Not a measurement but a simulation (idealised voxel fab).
The following is a process module called voxel ribs on slabs.
Section cut is 245 nm wide and gridded with 5 nm square cells.
Cross-section spec: square-cell grid; bands listed top down; each band is one or more rows. The entry gives the band's vertical extent as a top height and a bottom height in nm, then its horizontal make-up as materials from left to right, each with a width in nm. "air" stands for empty space; a single material marked "all across" fills the band edge to edge. Height datum 0, below which the as-received substrate wafer is one material. Lowest band open at the bottom, running downward: "z 0 and below". The two numbers in a width such as "30 to 40" mark its ends across the band: the first belongs to the top row of cells, the second to the bottom row, and from each row to the next the width moves by the same amount. Step note "no modification" = no cross-section cell changed. The entry "Fully sealed voids" lists the empty spaces that cover at least 8 cells and have no open path to the top. Each is written as width x height at distance, where the distance is measured from the left edge and all three values are in nm. On a step's line, text after the settings is the simulator commenting on that step. overlay nm: mask right of planned place by this much (step with mask). Neg. = left.
The following list gives the planned process steps
- 1: RECEIVE: material Si
- 2: DIRECTIONAL_DEP: material SiO2, thk nm 30
- 3: DIRECTIONAL_DEP: material polySi, thk nm 25
- 4: MASKED_ETCH: tone cover, mask id RIB, width nm 30, etch materials polySi, depth nm 10, overlay nm 0
- 5: MASKED_ETCH: tone cover, mask id SLAB, width nm 70, etch materials polySi, depth nm 15, overlay nm 0
- 6: FILL_DEP: material SiO2, thk nm 20
- 7: CMP: height nm 70
- 8: DIRECTIONAL_DEP: material TiN, thk nm 5
- 9: DIRECTIONAL_DEP: material aC, thk nm 15
- 10: PATTERN: tone cover, mask id HEATER, material resist, width nm 40, thk nm 30, overlay nm 0
- 11: DIRECTIONAL_ETCH: etch materials aC, depth nm 15
- 12: STRIP: etch materials resist
- 13: DIRECTIONAL_ETCH: etch materials TiN, depth nm 5
- 14: STRIP: etch materials aC
- 15: CONFORMAL_DEP: material SiO2, thk nm 10
Here's what the wafer looked like in cross-section when it arrived - that's after step 1
	z 0 and below: Si all across
	Fully sealed voids: none
This is how the wafer looks in cross-section once the module is done, given the starting state and plan above and one mistake in carrying the plan out
	z 85 to 80: 90 of air, then 60 of SiO2, then 95 of air
	z 80 to 75: SiO2 all across
	z 75 to 70: 100 of SiO2, then 40 of TiN, then 105 of SiO2
	z 70 to 55: SiO2 all across
	z 55 to 45: 105 of SiO2, then 30 of polySi, then 110 of SiO2
	z 45 to 30: 85 of SiO2, then 70 of polySi, then 90 of SiO2
	z 30 to 0: aC all across
	z 0 and below: Si all across
	Fully sealed voids: none
Diagnosis: step 2 deviated from plan and actually ran as DIRECTIONAL_DEP: material aC, thk nm 30
